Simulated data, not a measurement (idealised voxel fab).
This section sets out a process module, namely voxel trench capacitor.
Square cells of 5 nm make up the cross-section cut, whose width is 280 nm.
This document writes a cross-section as a grid whose cells are square, and gives it as bands, listed from the top down; one or more rows of cells form a band. What a band's entry tells you: where the top is and where the bottom is, as heights in nm, and after that what lies inside, material by material from left to right, each with its width in nm. Empty space is written as the word "air", and a single material marked with the word "throughout" occupies the band from edge to edge. Note: height 0 marks the level under which the wafer is uniformly one material as received. Lowest band unbounded below, written "top 0, no bottom". Quick explanation for "30 to 40": the width changes in equal steps down the rows of cells, from the first number in the band's top row to the second number in its bottom row. It should be understood that the words "changes: none", when stated for a given step, signify that the cross-section underwent no change in any of its cells during that step. Closed-off voids of 8+ cells (no open route to the top) go in "Fully enclosed voids", written width x height at distance from the left edge, in nm. Note: text after step settings on the step line = simulator remark on that step. overlay nm: mask offset rightward from planned place, masked step; negative means leftward offset.
### The planned process steps are enumerated hereunder
- 1: op RECEIVE | material Si
- 2: op CONFORMAL_DEP | material SiN | thk nm 10
- 3: op PATTERN | tone open | mask id TRENCH | material resist | width nm 25 | pitch nm 45 | thk nm 15 | overlay nm 0
- 4: op DIRECTIONAL_ETCH | etch materials SiN | depth nm 10
- 5: op DIRECTIONAL_ETCH | etch materials Si | depth nm 35
- 6: op STRIP | etch materials resist
- 7: op CONFORMAL_DEP | material Al2O3 | thk nm 5
- 8: op FILL_DEP | material polySi | thk nm 10
- 9: op CMP | height nm 10
### First of two wafers - as planned
### This is the cross-section of the wafer as we received it, i.e. after step 1
top 0, no bottom | Si throughout
Fully enclosed voids: none
### Once step 2 is through, the wafer looks like this in cross-section
top 10, bottom 0 | SiN throughout
All layers under 0 are left as they were.
### Once step 3 is through, the wafer looks like this in cross-section
top 25, bottom 10 | resist: 60, air: 25, resist: 20, air: 25, resist: 20, air: 25, resist: 20, air: 25, resist: 60
All layers under 10 are left as they were.
### Once step 4 is through, the wafer looks like this in cross-section
top 25, bottom 10 | resist: 60, air: 25, resist: 20, air: 25, resist: 20, air: 25, resist: 20, air: 25, resist: 60
top 10, bottom 0 | SiN: 60, air: 25, SiN: 20, air: 25, SiN: 20, air: 25, SiN: 20, air: 25, SiN: 60
All layers under 0 are left as they were.
### Once step 5 is through, the wafer looks like this in cross-section
top 25, bottom 10 | resist: 60, air: 25, resist: 20, air: 25, resist: 20, air: 25, resist: 20, air: 25, resist: 60
top 10, bottom 0 | SiN: 60, air: 25, SiN: 20, air: 25, SiN: 20, air: 25, SiN: 20, air: 25, SiN: 60
top 0, bottom -35 | Si: 60, air: 25, Si: 20, air: 25, Si: 20, air: 25, Si: 20, air: 25, Si: 60
All layers under -35 are left as they were.
### Once step 6 is through, the wafer looks like this in cross-section
top 10, bottom 0 | SiN: 60, air: 25, SiN: 20, air: 25, SiN: 20, air: 25, SiN: 20, air: 25, SiN: 60
All layers under 0 are left as they were.
### Once step 7 is through, the wafer looks like this in cross-section
top 15, bottom 10 | Al2O3: 65, air: 15, Al2O3: 30, air: 15, Al2O3: 30, air: 15, Al2O3: 30, air: 15, Al2O3: 65
top 10, bottom 0 | SiN: 60, Al2O3: 5, air: 15, Al2O3: 5, SiN: 20, Al2O3: 5, air: 15, Al2O3: 5, SiN: 20, Al2O3: 5, air: 15, Al2O3: 5, SiN: 20, Al2O3: 5, air: 15, Al2O3: 5, SiN: 60
top 0, bottom -30 | Si: 60, Al2O3: 5, air: 15, Al2O3: 5, Si: 20, Al2O3: 5, air: 15, Al2O3: 5, Si: 20, Al2O3: 5, air: 15, Al2O3: 5, Si: 20, Al2O3: 5, air: 15, Al2O3: 5, Si: 60
top -30, bottom -35 | Si: 60, Al2O3: 25, Si: 20, Al2O3: 25, Si: 20, Al2O3: 25, Si: 20, Al2O3: 25, Si: 60
All layers under -35 are left as they were.
### Once step 8 is through, the wafer looks like this in cross-section
top 25, bottom 15 | polySi throughout
top 15, bottom 10 | Al2O3: 65, polySi: 15, Al2O3: 30, polySi: 15, Al2O3: 30, polySi: 15, Al2O3: 30, polySi: 15, Al2O3: 65
top 10, bottom 0 | SiN: 60, Al2O3: 5, polySi: 15, Al2O3: 5, SiN: 20, Al2O3: 5, polySi: 15, Al2O3: 5, SiN: 20, Al2O3: 5, polySi: 15, Al2O3: 5, SiN: 20, Al2O3: 5, polySi: 15, Al2O3: 5, SiN: 60
top 0, bottom -30 | Si: 60, Al2O3: 5, polySi: 15, Al2O3: 5, Si: 20, Al2O3: 5, polySi: 15, Al2O3: 5, Si: 20, Al2O3: 5, polySi: 15, Al2O3: 5, Si: 20, Al2O3: 5, polySi: 15, Al2O3: 5, Si: 60
All layers under -30 are left as they were.
### Once step 9 is through, the wafer looks like this in cross-section
top 10, bottom 0 | SiN: 60, Al2O3: 5, polySi: 15, Al2O3: 5, SiN: 20, Al2O3: 5, polySi: 15, Al2O3: 5, SiN: 20, Al2O3: 5, polySi: 15, Al2O3: 5, SiN: 20, Al2O3: 5, polySi: 15, Al2O3: 5, SiN: 60
All layers under 0 are left as they were.
### What follows concerns the second wafer, which started out like the first and was meant to follow the very same plan; one mistake crept in when it was run, but everything up to and including step 8 is the same as for the first wafer
### Cross-section, second wafer, at the end time the plan gives for step 9
top 20, bottom 15 | polySi throughout
All layers under 15 are left as they were.
what went wrong: step 9 ran with different settings than intended, the actual operation and settings being op CMP | height nm 20
The closing comparison, in cells, has the second wafer with more or fewer of some materials than the first: +44 Al2O3 | +68 polySi
